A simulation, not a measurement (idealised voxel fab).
Process module in this document: voxel self aligned vias
The cross-section on display is named cut; it measures 285 nm wide, and its cells are 5 nm squares.
If you're reading a cross-section in this doc, picture square cells in a grid; it comes to you as bands, top ones listed first down to the bottom, and a band can be one or more rows of cells.
This entry defines a band. It first specifies the height of the band's top and the height of its bottom in nm, and then specifies the band's materials from left to right, stating each material with its width in nm. The word "full width" identifies a single material that fills the band from edge to edge, while the word "air" identifies empty space.
Zero point of the height axis is 0; under it, received wafer = one material. Lowest band: continues down indefinitely, "0 nm and below".
So if you see something like "30 to 40" for the width, read it as the top row of the band sitting at the first number and the bottom row at the second, with every row in between moving by the same amount as the last.
"nothing changed" for a step: no cell of the cross-section changed in that step.
Empty spaces counting at least 8 cells and having no open way to the top are listed in "Closed voids list". The notation width x height at distance is used for each, the distance being from the left edge and all three values in nm.
Post-settings text on a step line: simulator's own remark regarding the step.
The optional step-line setting "overlay nm" applies to steps with a mask and quantifies how far to the right of its planned location the mask lay, a negative value indicating leftward placement.

### The planned process steps are enumerated hereunder
step 1: RECEIVE, material Si
step 2: CONFORMAL_DEP, material SiO2, thk nm 15
step 3: CONFORMAL_DEP, material SiCN, thk nm 5
step 4: DIRECTIONAL_DEP, material lowk, thk nm 30
step 5: DIRECTIONAL_DEP, material aC, thk nm 10
step 6: PATTERN, tone open, mask id LINES, material resist, width nm 20, pitch nm 60, thk nm 30, overlay nm 0
step 7: DIRECTIONAL_ETCH, etch materials aC, depth nm 10
step 8: STRIP, etch materials resist
step 9: DIRECTIONAL_ETCH, etch materials lowk, depth nm 30
step 10: STRIP, etch materials aC
step 11: CONFORMAL_DEP, material TiN, thk nm 5
step 12: FILL_DEP, material W, thk nm 10
step 13: CMP, height nm 50
step 14: SELECTIVE_ETCH, etch materials W Ru TiN, depth nm 10
step 15: FILL_DEP, material SiN, thk nm 10
step 16: CMP, height nm 50
step 17: DIRECTIONAL_DEP, material lowk, thk nm 15
step 18: PATTERN, tone open, mask id VIAS, material resist, width nm 40, thk nm 15, overlay nm 0
step 19: DIRECTIONAL_ETCH, etch materials lowk, depth nm 15
step 20: DIRECTIONAL_ETCH, etch materials SiN, depth nm 10
step 21: STRIP, etch materials resist
step 22: CONFORMAL_DEP, material TiN, thk nm 5
step 23: FILL_DEP, material W, thk nm 5
step 24: CMP, height nm 65
step 25: CONFORMAL_DEP, material SiN, thk nm 5

### Delivered wafer in cross-section: state after step 1
- 0 nm and below = Si full width
- Closed voids list: none

### Result of the module, cross-sectioned: start per above, plan per above, one error in how it was run
- 70 nm to 65 nm = SiN full width
- 65 nm to 55 nm = lowk 90, then TiN 5, then W 30, then TiN 5, then lowk 155
- 55 nm to 50 nm = lowk 90, then TiN 15, then W 10, then TiN 15, then lowk 155
- 50 nm to 45 nm = lowk 100, then TiN 5, then W 10, then TiN 5, then lowk 40, then SiN 20, then lowk 105
- 45 nm to 40 nm = lowk 100, then TiN 20, then lowk 40, then SiN 20, then lowk 105
- 40 nm to 25 nm = lowk 100, then TiN 5, then W 10, then TiN 5, then lowk 40, then TiN 5, then W 10, then TiN 5, then lowk 105
- 25 nm to 20 nm = lowk 100, then TiN 20, then lowk 40, then TiN 20, then lowk 105
- 20 nm to 5 nm = SiO2 full width
- 5 nm to 0 nm = SiCN full width
- 0 nm and below = Si full width
- Closed voids list: none
What was the processing mistake? steps 2 and 3 swapped
